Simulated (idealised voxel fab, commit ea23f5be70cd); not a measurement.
Process module heading - voxel self aligned vias
In the cross-section labelled cut, the width is 300 nm and each square cell is 5 nm.
For the purposes of this document, a cross-section shall be understood as a grid of square cells, specified as bands listed in top-to-bottom order, each band consisting of one or more rows of cells. Quick guide to a band line: top height, bottom height (nm) up front; then every material left to right with its width in nm. Only one material and it's marked "full width"? Then it fills the band edge to edge. And "blank" just means empty space. The level at which height equals 0 is the one under which the wafer, as it arrives, is entirely one material. No lower edge exists for the bottom band, which continues downward and is notated as in "0..down". Width "30->40": first value at the band's top row of cells, second value at its bottom row, equal change from row to row. No cell of the cross-section changed in a step that is given as "nothing different". "Closed void inventory": sealed empty spaces, 8 cells or more, no open way to top, listed width x height at distance, with distance from the left edge and width, height and distance in nm. Heads up: the bit after the settings on a step's line is the simulator's remark on that step. "overlay nm", when on a step's line for a step with a mask, measures how far to the right of its planned place the mask lay; a negative measure means to the left.

Process steps foreseen in the plan
1. RECEIVE,material Si
2. CONFORMAL_DEP,material SiO2,thk nm 10
3. CONFORMAL_DEP,material SiCN,thk nm 5
4. DIRECTIONAL_DEP,material lowk,thk nm 30
5. MASKED_ETCH,tone open,mask id LINES,width nm 20,pitch nm 70,etch materials lowk,depth nm 30,overlay nm 0
6. CONFORMAL_DEP,material TiN,thk nm 5
7. FILL_DEP,material Ru,thk nm 10
8. CMP,height nm 45
9. SELECTIVE_ETCH,etch materials W Ru TiN,depth nm 10
10. FILL_DEP,material SiN,thk nm 5
11. CMP,height nm 45
12. DIRECTIONAL_DEP,material lowk,thk nm 20
13. DIRECTIONAL_DEP,material aC,thk nm 15
14. PATTERN,tone open,mask id VIAS,material resist,width nm 40,pitch nm 140,thk nm 30,overlay nm 0
15. DIRECTIONAL_ETCH,etch materials aC,depth nm 15
16. STRIP,etch materials resist
17. DIRECTIONAL_ETCH,etch materials lowk,depth nm 20
18. DIRECTIONAL_ETCH,etch materials SiN,depth nm 10
19. STRIP,etch materials aC
20. CONFORMAL_DEP,material TiN,thk nm 5
21. FILL_DEP,material Cu,thk nm 5
22. CMP,height nm 65
23. CONFORMAL_DEP,material SiCN,thk nm 5

This is the cross-section of the wafer as we received it, i.e. after step 1
0..down = Si full width
Closed void inventory: none

Below is the wafer in cross-section after the module was completed. It began from the starting point shown above and followed the plan shown above, except that one mistake was made while running it
70..65 = SiCN full width
65..50 = 50 lowk  5 TiN  30 Cu  5 TiN  100 lowk  5 TiN  30 Cu  5 TiN  70 lowk
50..45 = 50 lowk  25 TiN  10 Cu  5 TiN  100 lowk  25 TiN  10 Cu  5 TiN  70 lowk
45..40 = 70 lowk  5 TiN  10 Cu  5 TiN  50 lowk  20 SiN  50 lowk  5 TiN  10 Cu  5 TiN  70 lowk
40..35 = 70 lowk  20 TiN  50 lowk  20 SiN  50 lowk  20 TiN  70 lowk
35..20 = 70 lowk  5 TiN  10 Ru  5 TiN  50 lowk  5 TiN  10 Ru  5 TiN  50 lowk  5 TiN  10 Ru  5 TiN  70 lowk
20..15 = 70 lowk  20 TiN  50 lowk  20 TiN  50 lowk  20 TiN  70 lowk
15..10 = SiCN full width
10..0 = SiO2 full width
0..down = Si full width
Closed void inventory: none
What was the processing mistake? off-plan run, step 14, actual operation and settings PATTERN,tone open,mask id VIAS,material resist,width nm 40,pitch nm 140,thk nm 30,overlay nm -10
